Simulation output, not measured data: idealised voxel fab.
process module | voxel self aligned contacts
cross-section cut | 250 nm wide | cells 5 nm
A cross-section is a grid of square cells, given in bands from the top down. A band is one or more rows of cells.
Each band's line starts with the height of the band's top and of its bottom, in nm. Then come its materials from left to right, each with its width in nm. One material with "throughout" fills the band from edge to edge. "air" is empty space.
Height 0 is the level under which the wafer as received is all one material. The lowest band goes on downwards, as in "0 down".
A width such as "30 to 40" changes by the same amount from each row of cells to the next, from the band's top row to its bottom row.
"no change" after a step means that no cell of the cross-section changed.
closed voids: empty space of 8 cells or more with no open way to the top, each as width x height at its distance from the left edge, in nm
after a step's settings: what the simulator itself notes on the step
overlay nm, on a step with a mask: how far to the right of its planned place the mask lay; to the left if negative
plan
1 op RECEIVE | material Si
2 op CONFORMAL_DEP | material SiO2 | thk nm 5
3 op DIRECTIONAL_DEP | material polySi | thk nm 30
4 op DIRECTIONAL_DEP | material SiN | thk nm 20
5 op MASKED_ETCH | tone cover | mask id GATE | width nm 15 | pitch nm 65 | etch materials SiN | depth nm 20 | overlay nm 0
6 op MASKED_ETCH | tone cover | mask id GATE | width nm 25 | pitch nm 65 | etch materials polySi | depth nm 30 | overlay nm 0
7 op CONFORMAL_DEP | material SiN | thk nm 10
8 op DIRECTIONAL_ETCH | etch materials SiN | depth nm 10
9 op FILL_DEP | material SiO2 | thk nm 15
10 op CMP | height nm 60
11 op PATTERN | tone open | mask id CONTACT | material resist | width nm 50 | pitch nm 65 | thk nm 20 | overlay nm 0
12 op DIRECTIONAL_ETCH | etch materials SiO2 | depth nm 60
13 op STRIP | etch materials resist
14 op CONFORMAL_DEP | material TiN | thk nm 5
15 op FILL_DEP | material W | thk nm 5
16 op CMP | height nm 60
17 op CONFORMAL_DEP | material SiN | thk nm 5
varied across the wafers: width nm of step 5. The plan shows the first wafer's value. All wafers start alike
first wafer as received, after step 1
  0 down: Si throughout
  closed voids: none
first wafer at the end, after step 17
  65 to 60: SiN throughout
  60 to 55: SiO2 65 | TiN 15 | W 20 | TiN 15 | SiO2 15 | TiN 15 | W 20 | TiN 15 | SiO2 70
  55 to 40: SiO2 40 | SiN 35 | TiN 5 | W 20 | TiN 5 | SiN 35 | TiN 5 | W 20 | TiN 5 | SiN 35 | SiO2 45
  40 to 35: SiO2 40 | SiN 35 | TiN 10 | W 10 | TiN 10 | SiN 35 | TiN 10 | W 10 | TiN 10 | SiN 35 | SiO2 45
  35 to 5: SiO2 35 | SiN 10 | polySi 25 | SiN 10 | TiN 5 | W 10 | TiN 5 | SiN 10 | polySi 25 | SiN 10 | TiN 5 | W 10 | TiN 5 | SiN 10 | polySi 25 | SiN 10 | SiO2 40
  5 to 0: SiO2 80 | TiN 20 | SiO2 45 | TiN 20 | SiO2 85
  0 down: Si throughout
  closed voids: none
last wafer at the end
  65 to 60: SiN throughout
  60 to 55: SiO2 65 | TiN 50 | SiO2 15 | TiN 50 | SiO2 70
  55 to 35: SiO2 30 | SiN 60 | TiN 5 | SiN 60 | TiN 5 | SiN 60 | SiO2 30
  35 to 5: SiO2 30 | SiN 10 | polySi 40 | SiN 10 | TiN 5 | SiN 10 | polySi 40 | SiN 10 | TiN 5 | SiN 10 | polySi 40 | SiN 10 | SiO2 30
  5 to 0: SiO2 90 | TiN 5 | SiO2 60 | TiN 5 | SiO2 90
  0 down: Si throughout
  closed voids: none
each wafer at the end: cells of each material gained (+) or lost (-) since it was received, then its closed voids
width nm 15 | +206 SiN | +230 SiO2 | +64 TiN | +60 W | +90 polySi | closed voids: none
width nm 20 | +218 SiN | +226 SiO2 | +64 TiN | +52 W | +90 polySi | closed voids: none
width nm 25 | +230 SiN | +222 SiO2 | +64 TiN | +44 W | +90 polySi | closed voids: none
width nm 30 | +242 SiN | +214 SiO2 | +64 TiN | +22 W | +108 polySi | closed voids: none
width nm 35 | +254 SiN | +206 SiO2 | +64 TiN | +126 polySi | closed voids: none
width nm 40 | +266 SiN | +198 SiO2 | +42 TiN | +144 polySi | closed voids: none
